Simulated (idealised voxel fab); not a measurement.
Process module, titled voxel released beams
We display cut, a cross-section 260 nm in width whose square cells are each 5 nm.
Each cross-section below is a grid of square cells, stated as bands in top-down order, with one or more rows of cells making up each band. A band entry consists of two parts. The first gives the height of the band's top and the height of its bottom, in nm. The rest lists the band's materials from left to right, each with its width in nm. A single material labelled with the word "throughout" fills the band from edge to edge, and the word "air" marks empty space. Note: height 0 marks the level under which the wafer is uniformly one material as received. Lowest band unbounded below, written "top 0, no bottom". Width: "30..40" (first number = top row, second number = bottom row, same change from row to row of cells). For the purposes of this document, the phrase "nothing got changed" attached to a step denotes that no cell within the cross-section was modified by that step. Reported under the label "Trapped cavities" are the empty spaces having no open way to the top and comprising 8 cells or more; the notation for each is width x height at distance, in which the distance is measured from the left edge and all three values are in nm. That trailing text on a step's line, after the settings, is the simulator's own remark on the step. Steps that use a mask can have "overlay nm" on their line. It says how far the mask sat to the right of where it was meant to be. Negative means to the left.
[So here's the lineup of process steps we planned]
1 RECEIVE,material Si
2 CONFORMAL_DEP,material Al2O3,thk nm 5
3 DIRECTIONAL_DEP,material SiO2,thk nm 10
4 MASKED_ETCH,tone open,mask id ANCHOR,width nm 45,etch materials SiO2,depth nm 10,overlay nm 0
5 CONFORMAL_DEP,material polySi,thk nm 15
6 PATTERN,tone cover,mask id BEAM,material resist,width nm 130,thk nm 20,overlay nm 0
7 DIRECTIONAL_ETCH,etch materials polySi,depth nm 15
8 STRIP,etch materials resist
9 STRIP,etch materials SiO2
[Cross-sectional view of the wafer in its as-received condition, corresponding to the state after step 1]
	top 0, no bottom  Si throughout
	Trapped cavities: none
[Starting wafer: above. Plan: above. Run: one mistake. Cross-section after the module: below]
	top 20, bottom 5  air (60) | polySi (130) | air (70)
	top 5, bottom 0  Al2O3 throughout
	top 0, no bottom  Si throughout
	Trapped cavities: none
Diagnosis: yeah, step 3 of the plan got skipped, never ran
